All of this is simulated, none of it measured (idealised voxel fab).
Process module heading - voxel air gaps
Xsec cut, 225 nm wide, square cell size 5 nm.
A cross-section is a grid of square cells, given in bands from the top down. A band is one or more rows of cells. First you get the band's top height and its bottom height, in nm, and then the materials it's made of, left to right, with each width in nm. If you see a single material with "full width", that one covers the band edge to edge. "air" is empty space. Where do heights start? At 0: under that level the wafer as delivered is made of one material only. And the lowest band has no floor; it just carries on downward, as in "from 0 down". The two numbers in a width such as "30->40" mark its ends across the band: the first belongs to the top row of cells, the second to the bottom row, and from each row to the next the width moves by the same amount. "everything unchanged" means the step left every cell of the cross-section as it was. Empty spaces counting at least 8 cells and having no open way to the top are listed in "Closed-off voids". The notation width x height at distance is used for each, the distance being from the left edge and all three values in nm. Post-settings text on a step line: simulator's own remark regarding the step. "overlay nm" on a masked step: distance the mask lay right of its planned place, negative for left.

### Planned step list for the process
step 1: RECEIVE, material Si
step 2: CONFORMAL_DEP, material SiO2, thk nm 15
step 3: CONFORMAL_DEP, material SiN, thk nm 5
step 4: DIRECTIONAL_DEP, material lowk, thk nm 30
step 5: DIRECTIONAL_DEP, material aC, thk nm 10
step 6: PATTERN, tone open, mask id LINES, material resist, width nm 15, pitch nm 40, thk nm 25, overlay nm 0
step 7: DIRECTIONAL_ETCH, etch materials aC, depth nm 10
step 8: STRIP, etch materials resist
step 9: DIRECTIONAL_ETCH, etch materials lowk, depth nm 30
step 10: STRIP, etch materials aC
step 11: CONFORMAL_DEP, material TiN, thk nm 5
step 12: FILL_DEP, material W, thk nm 10
step 13: CMP, height nm 50
step 14: EPI, material Ru, thk nm 10
step 15: SELECTIVE_ETCH, etch materials lowk, depth nm 40
step 16: CONFORMAL_DEP, material SiCN, thk nm 5

### The first wafer of two, processed as planned

### Incoming wafer in cross-section (state: after step 1)
from 0 down | Si full width
Closed-off voids: none

### Cross-sectional representation of the wafer at the conclusion of step 2
from 15 to 0 | SiO2 full width
Anything lower than 0 is untouched.

### Cross-sectional representation of the wafer at the conclusion of step 3
from 20 to 15 | SiN full width
Anything lower than 15 is untouched.

### Cross-sectional representation of the wafer at the conclusion of step 4
from 50 to 20 | lowk full width
Anything lower than 20 is untouched.

### Cross-sectional representation of the wafer at the conclusion of step 5
from 60 to 50 | aC full width
Anything lower than 50 is untouched.

### Cross-sectional representation of the wafer at the conclusion of step 6
from 85 to 60 | 45 of resist; 15 of air; 25 of resist; 15 of air; 25 of resist; 15 of air; 25 of resist; 15 of air; 45 of resist
Anything lower than 60 is untouched.

### Cross-sectional representation of the wafer at the conclusion of step 7
from 75 to 60 | 45 of resist; 15 of air; 25 of resist; 15 of air; 25 of resist; 15 of air; 25 of resist; 15 of air; 45 of resist
from 60 to 50 | 45 of aC; 15 of air; 25 of aC; 15 of air; 25 of aC; 15 of air; 25 of aC; 15 of air; 45 of aC
Anything lower than 50 is untouched.

### Cross-sectional representation of the wafer at the conclusion of step 8
from 60 to 50 | 45 of aC; 15 of air; 25 of aC; 15 of air; 25 of aC; 15 of air; 25 of aC; 15 of air; 45 of aC
Anything lower than 50 is untouched.

### Cross-sectional representation of the wafer at the conclusion of step 9
from 60 to 50 | 45 of aC; 15 of air; 25 of aC; 15 of air; 25 of aC; 15 of air; 25 of aC; 15 of air; 45 of aC
from 50 to 20 | 45 of lowk; 15 of air; 25 of lowk; 15 of air; 25 of lowk; 15 of air; 25 of lowk; 15 of air; 45 of lowk
Anything lower than 20 is untouched.

### Cross-sectional representation of the wafer at the conclusion of step 10
from 50 to 20 | 45 of lowk; 15 of air; 25 of lowk; 15 of air; 25 of lowk; 15 of air; 25 of lowk; 15 of air; 45 of lowk
Anything lower than 20 is untouched.

### Cross-sectional representation of the wafer at the conclusion of step 11
from 55 to 50 | 50 of TiN; 5 of air; 35 of TiN; 5 of air; 35 of TiN; 5 of air; 35 of TiN; 5 of air; 50 of TiN
from 50 to 25 | 45 of lowk; 5 of TiN; 5 of air; 5 of TiN; 25 of lowk; 5 of TiN; 5 of air; 5 of TiN; 25 of lowk; 5 of TiN; 5 of air; 5 of TiN; 25 of lowk; 5 of TiN; 5 of air; 5 of TiN; 45 of lowk
from 25 to 20 | 45 of lowk; 15 of TiN; 25 of lowk; 15 of TiN; 25 of lowk; 15 of TiN; 25 of lowk; 15 of TiN; 45 of lowk
Anything lower than 20 is untouched.

### Cross-sectional representation of the wafer at the conclusion of step 12
from 65 to 55 | W full width
from 55 to 50 | 50 of TiN; 5 of W; 35 of TiN; 5 of W; 35 of TiN; 5 of W; 35 of TiN; 5 of W; 50 of TiN
from 50 to 25 | 45 of lowk; 5 of TiN; 5 of W; 5 of TiN; 25 of lowk; 5 of TiN; 5 of W; 5 of TiN; 25 of lowk; 5 of TiN; 5 of W; 5 of TiN; 25 of lowk; 5 of TiN; 5 of W; 5 of TiN; 45 of lowk
Anything lower than 25 is untouched.

### Cross-sectional representation of the wafer at the conclusion of step 13
from 50 to 25 | 45 of lowk; 5 of TiN; 5 of W; 5 of TiN; 25 of lowk; 5 of TiN; 5 of W; 5 of TiN; 25 of lowk; 5 of TiN; 5 of W; 5 of TiN; 25 of lowk; 5 of TiN; 5 of W; 5 of TiN; 45 of lowk
Anything lower than 25 is untouched.

### Cross-sectional representation of the wafer at the conclusion of step 14
from 60 to 50 | 35 of air; 35 of Ru; 5 of air; 35 of Ru; 5 of air; 35 of Ru; 5 of air; 35 of Ru; 35 of air
Anything lower than 50 is untouched.

### Cross-sectional representation of the wafer at the conclusion of step 15
from 60 to 50 | 35 of air; 35 of Ru; 5 of air; 35 of Ru; 5 of air; 35 of Ru; 5 of air; 35 of Ru; 35 of air
from 50 to 25 | 45 of air; 5 of TiN; 5 of W; 5 of TiN; 25 of air; 5 of TiN; 5 of W; 5 of TiN; 25 of air; 5 of TiN; 5 of W; 5 of TiN; 25 of air; 5 of TiN; 5 of W; 5 of TiN; 45 of air
from 25 to 20 | 45 of air; 15 of TiN; 25 of air; 15 of TiN; 25 of air; 15 of TiN; 25 of air; 15 of TiN; 45 of air
Anything lower than 20 is untouched.

### Cross-sectional representation of the wafer at the conclusion of step 16
from 65 to 60 | 30 of air; 165 of SiCN; 30 of air
from 60 to 50 | 30 of air; 5 of SiCN; 35 of Ru; 5 of SiCN; 35 of Ru; 5 of SiCN; 35 of Ru; 5 of SiCN; 35 of Ru; 5 of SiCN; 30 of air
from 50 to 45 | 30 of air; 15 of SiCN; 5 of TiN; 5 of W; 5 of TiN; 25 of SiCN; 5 of TiN; 5 of W; 5 of TiN; 25 of SiCN; 5 of TiN; 5 of W; 5 of TiN; 25 of SiCN; 5 of TiN; 5 of W; 5 of TiN; 15 of SiCN; 30 of air
from 45 to 25 | 40 of air; 5 of SiCN; 5 of TiN; 5 of W; 5 of TiN; 5 of SiCN; 15 of air; 5 of SiCN; 5 of TiN; 5 of W; 5 of TiN; 5 of SiCN; 15 of air; 5 of SiCN; 5 of TiN; 5 of W; 5 of TiN; 5 of SiCN; 15 of air; 5 of SiCN; 5 of TiN; 5 of W; 5 of TiN; 5 of SiCN; 40 of air
from 25 to 20 | 45 of SiCN; 15 of TiN; 25 of SiCN; 15 of TiN; 25 of SiCN; 15 of TiN; 25 of SiCN; 15 of TiN; 45 of SiCN
Anything lower than 20 is untouched.
Closed-off voids: 15 x 20 at 65; 15 x 20 at 105; 15 x 20 at 145

### Second of two: same start, same plan, one run error; steps up to and including 3 match the first

### Cross-sectional view of the second wafer at the intended end time of process step 4
from 50 to 20 | W full width
Anything lower than 20 is untouched.

### Cross-sectional view of the second wafer at the intended end time of process step 5
from 60 to 50 | aC full width
Anything lower than 50 is untouched.

### Cross-sectional view of the second wafer at the intended end time of process step 6
from 85 to 60 | 45 of resist; 15 of air; 25 of resist; 15 of air; 25 of resist; 15 of air; 25 of resist; 15 of air; 45 of resist
Anything lower than 60 is untouched.

### Cross-sectional view of the second wafer at the intended end time of process step 7
from 75 to 60 | 45 of resist; 15 of air; 25 of resist; 15 of air; 25 of resist; 15 of air; 25 of resist; 15 of air; 45 of resist
from 60 to 50 | 45 of aC; 15 of air; 25 of aC; 15 of air; 25 of aC; 15 of air; 25 of aC; 15 of air; 45 of aC
Anything lower than 50 is untouched.

### Cross-sectional view of the second wafer at the intended end time of process step 8
from 60 to 50 | 45 of aC; 15 of air; 25 of aC; 15 of air; 25 of aC; 15 of air; 25 of aC; 15 of air; 45 of aC
Anything lower than 50 is untouched.

Cross-sectional view of the second wafer at the intended end time of process step 9: everything unchanged

### Cross-sectional view of the second wafer at the intended end time of process step 10
from 50 to 20 | W full width
Anything lower than 20 is untouched.

### Cross-sectional view of the second wafer at the intended end time of process step 11
from 55 to 50 | TiN full width
Anything lower than 50 is untouched.

### Cross-sectional view of the second wafer at the intended end time of process step 12
from 65 to 55 | W full width
Anything lower than 55 is untouched.

### Cross-sectional view of the second wafer at the intended end time of process step 13
from 50 to 20 | W full width
Anything lower than 20 is untouched.

### Cross-sectional view of the second wafer at the intended end time of process step 14
from 60 to 50 | Ru full width
Anything lower than 50 is untouched.

Cross-sectional view of the second wafer at the intended end time of process step 15: everything unchanged

### Cross-sectional view of the second wafer at the intended end time of process step 16
from 65 to 60 | SiCN full width
Anything lower than 60 is untouched.
Deviation from plan: step 4 was processed under conditions differing from the plan, specifically as DIRECTIONAL_DEP, material W, thk nm 30
End check, counted in cells, second wafer has more or fewer of these materials than the first: Ru +34; SiCN -84; TiN -52; W +250
Final observation: first wafer, 3 closed voids; second wafer, 0 closed voids.
